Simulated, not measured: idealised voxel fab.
process module | voxel tone inversion
cross-section cut | 240 nm wide | cells 5 nm
A cross-section is a grid of square cells, given in bands from the top down. A band is one or more rows of cells.
Each band's line starts with the height of the band's top and of its bottom, in nm. Then come its materials from left to right, each with its width in nm. One material with "throughout" fills the band from edge to edge. "air" is empty space.
Height 0 is the level under which the wafer as received is all one material. The lowest band goes on downwards, as in "0 down".
A width such as "30 to 40" changes by the same amount from each row of cells to the next, from the band's top row to its bottom row.
"no change" after a step means that no cell of the cross-section changed.
closed voids: empty space of 8 cells or more with no open way to the top, each as width x height at its distance from the left edge, in nm
after a step's settings: what the simulator itself notes on the step
overlay nm, on a step with a mask: how far to the right of its planned place the mask lay; to the left if negative
plan
1 op RECEIVE | material Si
2 op CONFORMAL_DEP | material SiN | thk nm 5
3 op DIRECTIONAL_DEP | material polySi | thk nm 20
4 op PATTERN | tone cover | mask id POSTS | material resist | width nm 15 | pitch nm 45 | thk nm 25 | overlay nm 0
5 op DIRECTIONAL_ETCH | etch materials polySi | depth nm 20
6 op STRIP | etch materials resist
7 op FILL_DEP | material lowk | thk nm 10
8 op CMP | height nm 25
9 op STRIP | etch materials polySi
10 op CONFORMAL_DEP | material TiN | thk nm 5
11 op FILL_DEP | material Cu | thk nm 10
12 op CMP | height nm 25
13 op CONFORMAL_DEP | material SiCN | thk nm 5
varied across the wafers: thk nm of step 10. The plan shows the first wafer's value. All wafers start alike
first wafer as received, after step 1
  0 down: Si throughout
  closed voids: none
first wafer at the end, after step 13
  30 to 25: SiCN throughout
  25 to 10: lowk 45 | TiN 5 | Cu 5 | TiN 5 | lowk 30 | TiN 5 | Cu 5 | TiN 5 | lowk 30 | TiN 5 | Cu 5 | TiN 5 | lowk 30 | TiN 5 | Cu 5 | TiN 5 | lowk 45
  10 to 5: lowk 45 | TiN 15 | lowk 30 | TiN 15 | lowk 30 | TiN 15 | lowk 30 | TiN 15 | lowk 45
  5 to 0: SiN throughout
  0 down: Si throughout
  closed voids: none
last wafer at the end
  30 to 25: SiCN throughout
  25 to 5: lowk 45 | TiN 15 | lowk 30 | TiN 15 | lowk 30 | TiN 15 | lowk 30 | TiN 15 | lowk 45
  5 to 0: SiN throughout
  0 down: Si throughout
  closed voids: none
each wafer at the end: cells of each material gained (+) or lost (-) since it was received, then its closed voids
thk nm 5 | +12 Cu | +48 SiCN | +48 SiN | +36 TiN | +144 lowk | closed voids: none
thk nm 10 | +48 SiCN | +48 SiN | +48 TiN | +144 lowk | closed voids: none
thk nm 15 | +48 SiCN | +48 SiN | +48 TiN | +144 lowk | closed voids: none
thk nm 20 | +48 SiCN | +48 SiN | +48 TiN | +144 lowk | closed voids: none
